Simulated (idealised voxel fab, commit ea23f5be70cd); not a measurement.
The process module that follows is named voxel self aligned vias.
290 nm wide, 5 nm square cells: that's cross-section cut.
Throughout this document, each cross-section is represented as a grid of square cells and is presented as a sequence of bands enumerated from the top downward, where a band comprises one or more rows of cells.
A band entry consists of two parts. The first gives the height of the band's top and the height of its bottom, in nm. The rest lists the band's materials from left to right, each with its width in nm. A single material labelled with the word "everywhere" fills the band from edge to edge, and the word "air" marks empty space.
A quick word on heights: they are counted from 0, and under that level the wafer as it came to us is one material throughout. The lowest band is different from the rest in having no bottom; it simply continues downward, written as in "0 nm and below".
Read "30 to 40" as a graded width: first number on top, second number at the bottom, same change between each pair of neighbouring rows.
Any step labelled "nothing different" changed none of the cells in the cross-section.
The list in "Voids lacking openings" covers empty spaces of 8 cells or more that cannot reach the top through any open way, and it gives each as width x height at distance; the distance is from the left edge, and width, height and distance are in nm.
Where a step's line continues beyond its settings, the continuation is a remark by the simulator itself on that step.
A step's line can hold "overlay nm"; with a mask on that step, the setting says how far right of the planned place the mask lay, while a negative setting says it lay to the left.
Steps planned for the process:
1 RECEIVE,material Si
2 CONFORMAL_DEP,material SiO2,thk nm 10
3 CONFORMAL_DEP,material SiCN,thk nm 5
4 DIRECTIONAL_DEP,material lowk,thk nm 25
5 MASKED_ETCH,tone open,mask id LINES,width nm 25,pitch nm 65,etch materials lowk,depth nm 25,overlay nm 0
6 CONFORMAL_DEP,material TiN,thk nm 5
7 FILL_DEP,material Ru,thk nm 5
8 CMP,height nm 40
9 SELECTIVE_ETCH,etch materials W Ru TiN,depth nm 10
10 FILL_DEP,material SiN,thk nm 10
11 CMP,height nm 40
12 DIRECTIONAL_DEP,material lowk,thk nm 20
13 MASKED_ETCH,tone open,mask id VIAS,width nm 45,etch materials lowk,depth nm 20,overlay nm 0
14 MASKED_ETCH,tone open,mask id VIAS,width nm 45,etch materials SiN,depth nm 10,overlay nm 0
15 CONFORMAL_DEP,material TiN,thk nm 5
16 FILL_DEP,material Ru,thk nm 10
17 CMP,height nm 60
18 CONFORMAL_DEP,material SiCN,thk nm 5
Here's what the wafer looked like in cross-section when it arrived - that's after step 1:
0 nm and below = Si everywhere
Voids lacking openings: none
First of two wafers at the end of the module, shown in cross-section; run carried out as planned:
65 nm to 60 nm = SiCN everywhere
60 nm to 45 nm = 90 of lowk; 5 of TiN; 35 of Ru; 5 of TiN; 155 of lowk
45 nm to 40 nm = 90 of lowk; 15 of TiN; 15 of Ru; 15 of TiN; 155 of lowk
40 nm to 35 nm = 100 of lowk; 5 of TiN; 15 of Ru; 5 of TiN; 40 of lowk; 25 of SiN; 100 of lowk
35 nm to 30 nm = 100 of lowk; 25 of TiN; 40 of lowk; 25 of SiN; 100 of lowk
30 nm to 20 nm = 100 of lowk; 5 of TiN; 15 of Ru; 5 of TiN; 40 of lowk; 5 of TiN; 15 of Ru; 5 of TiN; 100 of lowk
20 nm to 15 nm = 100 of lowk; 25 of TiN; 40 of lowk; 25 of TiN; 100 of lowk
15 nm to 10 nm = SiCN everywhere
10 nm to 0 nm = SiO2 everywhere
0 nm and below = Si everywhere
Voids lacking openings: none
Cross-section, wafer two of two, end of module: same start and plan as wafer one, one error in execution:
65 nm to 60 nm = SiCN everywhere
60 nm to 55 nm = Ru everywhere
55 nm to 50 nm = 95 of TiN; 35 of Ru; 160 of TiN
50 nm to 35 nm = 90 of lowk; 5 of TiN; 35 of Ru; 5 of TiN; 155 of lowk
35 nm to 30 nm = 90 of lowk; 45 of TiN; 155 of lowk
30 nm to 20 nm = 100 of lowk; 5 of TiN; 15 of Ru; 5 of TiN; 40 of lowk; 5 of TiN; 15 of Ru; 5 of TiN; 100 of lowk
20 nm to 15 nm = 100 of lowk; 25 of TiN; 40 of lowk; 25 of TiN; 100 of lowk
15 nm to 10 nm = SiCN everywhere
10 nm to 0 nm = SiO2 everywhere
0 nm and below = Si everywhere
Voids lacking openings: none
Heads up, the wafer didn't run the way we planned it: rather than as planned, step 11 actually ran as CMP,height nm 30
Looking at both finished wafers in cells, the second ends up ahead of or behind the first on some materials: Ru +59 | SiN -10 | TiN +47 | lowk -96
